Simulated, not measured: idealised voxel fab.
Herein follows the process module entitled voxel gate over fins.
FYI the section here is cut, 140 nm wide, cells are 5 nm squares.
Cross-section, as written here: a square-cell grid given band by band from the top down, where a band holds one or more rows of cells. Read a band's entry like this: the first values are the height of its top and the height of its bottom in nm, and what follows is the sequence of materials from left to right, each with its width in nm. Note that "air" is empty space, and that a single material marked "everywhere" reaches across the band from edge to edge. The level at which height equals 0 is the one under which the wafer, as it arrives, is entirely one material. No lower edge exists for the bottom band, which continues downward and is notated as in "z 0 and below". When a width is written as two numbers, as in "30 to 40", the first number is the width in the top row of cells of the band and the second is the width in its bottom row, and the width changes by the same amount from each row to the next. "nothing different", as given for a step, is the statement that not any cell of the cross-section underwent a change during that step. Empty spaces counting at least 8 cells and having no open way to the top are listed in "Unvented internal voids". The notation width x height at distance is used for each, the distance being from the left edge and all three values in nm. Whatever follows a step's settings on its line is a remark the simulator itself makes about that step. overlay nm: how far to the right of its planned place the mask lay on this masked step (negative: to the left).

**The following list gives the planned process steps**
1) RECEIVE,material Si
2) CONFORMAL_DEP,material SiN,thk nm 5
3) PATTERN,tone cover,mask id FINS,material resist,width nm 15,pitch nm 45,thk nm 15,overlay nm 0
4) DIRECTIONAL_ETCH,etch materials SiN,depth nm 5
5) DIRECTIONAL_ETCH,etch materials Si,depth nm 30
6) STRIP,etch materials resist
7) OXIDIZE,depth nm 5
8) FILL_DEP,material SiO2,thk nm 15
9) CMP,height nm 5
10) SELECTIVE_ETCH,etch materials SiO2,depth nm 20
11) STRIP,etch materials SiN
12) CONFORMAL_DEP,material HfO2,thk nm 5
13) CONFORMAL_DEP,material TiN,thk nm 5
14) CONFORMAL_DEP,material TiAl,thk nm 5
15) CONFORMAL_DEP,material TiN,thk nm 5
16) FILL_DEP,material W,thk nm 15
17) CMP,height nm 30
18) CONFORMAL_DEP,material SiN,thk nm 5

**As received (post step 1): cross-section**
  z 0 and below | Si everywhere
  Unvented internal voids: none

**End-of-module XS, first of two wafers, run as planned**
  z 35 to 30 | SiN everywhere
  z 30 to 20 | W everywhere
  z 20 to 15 | 25 W | 90 TiN | 25 W
  z 15 to 10 | 25 W | 5 TiN | 35 TiAl | 10 TiN | 35 TiAl | 5 TiN | 25 W
  z 10 to 5 | 25 W | 5 TiN | 5 TiAl | 25 TiN | 5 TiAl | 10 TiN | 5 TiAl | 25 TiN | 5 TiAl | 5 TiN | 25 W
  z 5 to 0 | 30 TiN | 5 TiAl | 5 TiN | 15 HfO2 | 5 TiN | 5 TiAl | 10 TiN | 5 TiAl | 5 TiN | 15 HfO2 | 5 TiN | 5 TiAl | 30 TiN
  z 0 to -5 | 35 TiAl | 5 TiN | 5 HfO2 | 5 Si | 5 HfO2 | 5 TiN | 20 TiAl | 5 TiN | 5 HfO2 | 5 Si | 5 HfO2 | 5 TiN | 35 TiAl
  z -5 to -10 | 40 TiN | 5 HfO2 | 5 Si | 5 HfO2 | 30 TiN | 5 HfO2 | 5 Si | 5 HfO2 | 40 TiN
  z -10 to -15 | 45 HfO2 | 5 Si | 40 HfO2 | 5 Si | 45 HfO2
  z -15 to -35 | 45 SiO2 | 5 Si | 40 SiO2 | 5 Si | 45 SiO2
  z -35 and below | Si everywhere
  Unvented internal voids: none

**Wafer two cross-section, module end. Start and plan unchanged from wafer one; one mistake made during the run**
  z 35 to 30 | SiN everywhere
  z 30 to 15 | W everywhere
  z 15 to 5 | 30 W | 35 TiN | 10 W | 35 TiN | 30 W
  z 5 to 0 | 30 W | 10 TiN | 15 HfO2 | 10 TiN | 10 W | 10 TiN | 15 HfO2 | 10 TiN | 30 W
  z 0 to -10 | 40 TiN | 5 HfO2 | 5 Si | 5 HfO2 | 30 TiN | 5 HfO2 | 5 Si | 5 HfO2 | 40 TiN
  z -10 to -15 | 45 HfO2 | 5 Si | 40 HfO2 | 5 Si | 45 HfO2
  z -15 to -35 | 45 SiO2 | 5 Si | 40 SiO2 | 5 Si | 45 SiO2
  z -35 and below | Si everywhere
  Unvented internal voids: none
So what did we get wrong on this run? step 14 of the plan never got run, it was skipped over
Count the cells at the end and the second wafer has more or fewer of some materials than the first: TiAl: 40 fewer, W: 40 more
